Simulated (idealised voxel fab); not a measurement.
process module | voxel trench capacitor
cross-section cut | 160 nm wide | cells 5 nm
A cross-section is a grid of square cells, given in bands from the top down. A band is one or more rows of cells.
Each band's line starts with the height of the band's top and of its bottom, in nm. Then come its materials from left to right, each with its width in nm. One material with "throughout" fills the band from edge to edge. "air" is empty space.
Height 0 is the level under which the wafer as received is all one material. The lowest band goes on downwards, as in "0 down".
A width such as "30 to 40" changes by the same amount from each row of cells to the next, from the band's top row to its bottom row.
"no change" after a step means that no cell of the cross-section changed.
closed voids: empty space of 8 cells or more with no open way to the top, each as width x height at its distance from the left edge, in nm
after a step's settings: what the simulator itself notes on the step
overlay nm, on a step with a mask: how far to the right of its planned place the mask lay; to the left if negative
plan
1 op RECEIVE | material Si
2 op CONFORMAL_DEP | material SiN | thk nm 5
3 op PATTERN | tone open | mask id TRENCH | material resist | width nm 30 | pitch nm 50 | thk nm 20 | overlay nm 0
4 op DIRECTIONAL_ETCH | etch materials SiN | depth nm 5
5 op DIRECTIONAL_ETCH | etch materials Si | depth nm 25
6 op STRIP | etch materials resist
7 op CONFORMAL_DEP | material Al2O3 | thk nm 5
8 op CONFORMAL_DEP | material TiN | thk nm 5
9 op FILL_DEP | material W | thk nm 10
10 op CMP | height nm 5
first wafer, as planned
as received, after step 1
  0 down: Si throughout
  closed voids: none
after step 2
  5 to 0: SiN throughout
  below 0: unchanged
after step 3
  25 to 5: resist 15 | air 30 | resist 20 | air 30 | resist 20 | air 30 | resist 15
  below 5: unchanged
after step 4
  25 to 5: resist 15 | air 30 | resist 20 | air 30 | resist 20 | air 30 | resist 15
  5 to 0: SiN 15 | air 30 | SiN 20 | air 30 | SiN 20 | air 30 | SiN 15
  below 0: unchanged
after step 5
  25 to 5: resist 15 | air 30 | resist 20 | air 30 | resist 20 | air 30 | resist 15
  5 to 0: SiN 15 | air 30 | SiN 20 | air 30 | SiN 20 | air 30 | SiN 15
  0 to -25: Si 15 | air 30 | Si 20 | air 30 | Si 20 | air 30 | Si 15
  below -25: unchanged
after step 6
  5 to 0: SiN 15 | air 30 | SiN 20 | air 30 | SiN 20 | air 30 | SiN 15
  below 0: unchanged
after step 7
  10 to 5: Al2O3 20 | air 20 | Al2O3 30 | air 20 | Al2O3 30 | air 20 | Al2O3 20
  5 to 0: SiN 15 | Al2O3 5 | air 20 | Al2O3 5 | SiN 20 | Al2O3 5 | air 20 | Al2O3 5 | SiN 20 | Al2O3 5 | air 20 | Al2O3 5 | SiN 15
  0 to -20: Si 15 | Al2O3 5 | air 20 | Al2O3 5 | Si 20 | Al2O3 5 | air 20 | Al2O3 5 | Si 20 | Al2O3 5 | air 20 | Al2O3 5 | Si 15
  -20 to -25: Si 15 | Al2O3 30 | Si 20 | Al2O3 30 | Si 20 | Al2O3 30 | Si 15
  below -25: unchanged
after step 8
  15 to 10: TiN 25 | air 10 | TiN 40 | air 10 | TiN 40 | air 10 | TiN 25
  10 to 5: Al2O3 20 | TiN 5 | air 10 | TiN 5 | Al2O3 30 | TiN 5 | air 10 | TiN 5 | Al2O3 30 | TiN 5 | air 10 | TiN 5 | Al2O3 20
  5 to 0: SiN 15 | Al2O3 5 | TiN 5 | air 10 | TiN 5 | Al2O3 5 | SiN 20 | Al2O3 5 | TiN 5 | air 10 | TiN 5 | Al2O3 5 | SiN 20 | Al2O3 5 | TiN 5 | air 10 | TiN 5 | Al2O3 5 | SiN 15
  0 to -15: Si 15 | Al2O3 5 | TiN 5 | air 10 | TiN 5 | Al2O3 5 | Si 20 | Al2O3 5 | TiN 5 | air 10 | TiN 5 | Al2O3 5 | Si 20 | Al2O3 5 | TiN 5 | air 10 | TiN 5 | Al2O3 5 | Si 15
  -15 to -20: Si 15 | Al2O3 5 | TiN 20 | Al2O3 5 | Si 20 | Al2O3 5 | TiN 20 | Al2O3 5 | Si 20 | Al2O3 5 | TiN 20 | Al2O3 5 | Si 15
  below -20: unchanged
after step 9
  25 to 15: W throughout
  15 to 10: TiN 25 | W 10 | TiN 40 | W 10 | TiN 40 | W 10 | TiN 25
  10 to 5: Al2O3 20 | TiN 5 | W 10 | TiN 5 | Al2O3 30 | TiN 5 | W 10 | TiN 5 | Al2O3 30 | TiN 5 | W 10 | TiN 5 | Al2O3 20
  5 to 0: SiN 15 | Al2O3 5 | TiN 5 | W 10 | TiN 5 | Al2O3 5 | SiN 20 | Al2O3 5 | TiN 5 | W 10 | TiN 5 | Al2O3 5 | SiN 20 | Al2O3 5 | TiN 5 | W 10 | TiN 5 | Al2O3 5 | SiN 15
  0 to -15: Si 15 | Al2O3 5 | TiN 5 | W 10 | TiN 5 | Al2O3 5 | Si 20 | Al2O3 5 | TiN 5 | W 10 | TiN 5 | Al2O3 5 | Si 20 | Al2O3 5 | TiN 5 | W 10 | TiN 5 | Al2O3 5 | Si 15
  below -15: unchanged
after step 10
  5 to 0: SiN 15 | Al2O3 5 | TiN 5 | W 10 | TiN 5 | Al2O3 5 | SiN 20 | Al2O3 5 | TiN 5 | W 10 | TiN 5 | Al2O3 5 | SiN 20 | Al2O3 5 | TiN 5 | W 10 | TiN 5 | Al2O3 5 | SiN 15
  below 0: unchanged
second wafer: like start, like plan, one mistake. Through step 6 it matches the first wafer
when step 7 should have ended
  10 to 5: TiN 20 | air 20 | TiN 30 | air 20 | TiN 30 | air 20 | TiN 20
  5 to 0: SiN 15 | TiN 5 | air 20 | TiN 5 | SiN 20 | TiN 5 | air 20 | TiN 5 | SiN 20 | TiN 5 | air 20 | TiN 5 | SiN 15
  0 to -20: Si 15 | TiN 5 | air 20 | TiN 5 | Si 20 | TiN 5 | air 20 | TiN 5 | Si 20 | TiN 5 | air 20 | TiN 5 | Si 15
  -20 to -25: Si 15 | TiN 30 | Si 20 | TiN 30 | Si 20 | TiN 30 | Si 15
  below -25: unchanged
when step 8 should have ended
  15 to 10: Al2O3 25 | air 10 | Al2O3 40 | air 10 | Al2O3 40 | air 10 | Al2O3 25
  10 to 5: TiN 20 | Al2O3 5 | air 10 | Al2O3 5 | TiN 30 | Al2O3 5 | air 10 | Al2O3 5 | TiN 30 | Al2O3 5 | air 10 | Al2O3 5 | TiN 20
  5 to 0: SiN 15 | TiN 5 | Al2O3 5 | air 10 | Al2O3 5 | TiN 5 | SiN 20 | TiN 5 | Al2O3 5 | air 10 | Al2O3 5 | TiN 5 | SiN 20 | TiN 5 | Al2O3 5 | air 10 | Al2O3 5 | TiN 5 | SiN 15
  0 to -15: Si 15 | TiN 5 | Al2O3 5 | air 10 | Al2O3 5 | TiN 5 | Si 20 | TiN 5 | Al2O3 5 | air 10 | Al2O3 5 | TiN 5 | Si 20 | TiN 5 | Al2O3 5 | air 10 | Al2O3 5 | TiN 5 | Si 15
  -15 to -20: Si 15 | TiN 5 | Al2O3 20 | TiN 5 | Si 20 | TiN 5 | Al2O3 20 | TiN 5 | Si 20 | TiN 5 | Al2O3 20 | TiN 5 | Si 15
  below -20: unchanged
when step 9 should have ended
  25 to 15: W throughout
  15 to 10: Al2O3 25 | W 10 | Al2O3 40 | W 10 | Al2O3 40 | W 10 | Al2O3 25
  10 to 5: TiN 20 | Al2O3 5 | W 10 | Al2O3 5 | TiN 30 | Al2O3 5 | W 10 | Al2O3 5 | TiN 30 | Al2O3 5 | W 10 | Al2O3 5 | TiN 20
  5 to 0: SiN 15 | TiN 5 | Al2O3 5 | W 10 | Al2O3 5 | TiN 5 | SiN 20 | TiN 5 | Al2O3 5 | W 10 | Al2O3 5 | TiN 5 | SiN 20 | TiN 5 | Al2O3 5 | W 10 | Al2O3 5 | TiN 5 | SiN 15
  0 to -15: Si 15 | TiN 5 | Al2O3 5 | W 10 | Al2O3 5 | TiN 5 | Si 20 | TiN 5 | Al2O3 5 | W 10 | Al2O3 5 | TiN 5 | Si 20 | TiN 5 | Al2O3 5 | W 10 | Al2O3 5 | TiN 5 | Si 15
  below -15: unchanged
when step 10 should have ended
  5 to 0: SiN 15 | TiN 5 | Al2O3 5 | W 10 | Al2O3 5 | TiN 5 | SiN 20 | TiN 5 | Al2O3 5 | W 10 | Al2O3 5 | TiN 5 | SiN 20 | TiN 5 | Al2O3 5 | W 10 | Al2O3 5 | TiN 5 | SiN 15
  below 0: unchanged
what went wrong: steps 7 and 8 were swapped
at the end the second wafer has, in cells: 12 fewer of Al2O3 | 12 more of TiN
